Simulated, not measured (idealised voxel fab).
Herein follows the process module entitled voxel air gaps.
Section shown: cut. Width: 200 nm. Cell size: 5 nm, square.
The cross-sections in this document take the form of a grid made of square cells. They are written out as bands, in order from top to bottom. Each band consists of one or more rows of cells. Heads up on the band format: heights come first, top then bottom, in nm. After that it's the materials left to right, each with its width in nm. A single material flagged "edge to edge" fills the whole band edge to edge, and "empty" means there's empty space there. Heads up on the height convention: 0 is the point under which the incoming wafer is all one material, and the lowest band has no bottom, it just keeps going down, like "0..down". Width "30 to 40": first value at the band's top row of cells, second value at its bottom row, equal change from row to row. You'll sometimes find "nothing altered" written for a step, and that's the way of saying that nowhere in the cross-section did a cell change during that step. The entry titled "Sealed internal voids" provides the empty spaces that have no open way to the top, restricted to those of 8 cells or more. Each is presented as width x height at distance, the distance being measured from the left edge, with all three in nm. That trailing text on a step's line, after the settings, is the simulator's own remark on the step. Among the settings permitted on a step's line is "overlay nm"; applied to a step with a mask, it specifies the extent to which the mask lay to the right of its planned position, whereas a negative figure signifies a position to the left.

-- This section lists the process steps that were planned
- 1: RECEIVE,material Si
- 2: CONFORMAL_DEP,material SiO2,thk nm 15
- 3: CONFORMAL_DEP,material SiCN,thk nm 5
- 4: DIRECTIONAL_DEP,material lowk,thk nm 30
- 5: PATTERN,tone open,mask id LINES,material resist,width nm 20,pitch nm 45,thk nm 20,overlay nm 0
- 6: DIRECTIONAL_ETCH,etch materials lowk,depth nm 30
- 7: STRIP,etch materials resist
- 8: CONFORMAL_DEP,material TiN,thk nm 5
- 9: FILL_DEP,material Ru,thk nm 5
- 10: CMP,height nm 50
- 11: EPI,material Ru,thk nm 10
- 12: SELECTIVE_ETCH,etch materials lowk,depth nm 40
- 13: CONFORMAL_DEP,material SiCN,thk nm 5

-- Incoming wafer in cross-section (state: after step 1)
	0..down  Si edge to edge
	Sealed internal voids: none

-- Wafer at module end, in section. Began as above, planned as above, run with one mistake
	75..70  empty 20; SiCN 160; empty 20
	70..50  empty 20; SiCN 5; Ru 150; SiCN 5; empty 20
	50..45  empty 20; SiCN 25; TiN 5; Ru 10; TiN 5; lowk 25; TiN 5; Ru 10; TiN 5; lowk 25; TiN 5; Ru 10; TiN 5; SiCN 25; empty 20
	45..25  empty 40; SiCN 5; TiN 5; Ru 10; TiN 5; lowk 25; TiN 5; Ru 10; TiN 5; lowk 25; TiN 5; Ru 10; TiN 5; SiCN 5; empty 40
	25..20  SiCN 45; TiN 20; lowk 25; TiN 20; lowk 25; TiN 20; SiCN 45
	20..15  SiCN edge to edge
	15..0  SiO2 edge to edge
	0..down  Si edge to edge
	Sealed internal voids: none
Deviation from plan: step 11 of the plan saw execution twice
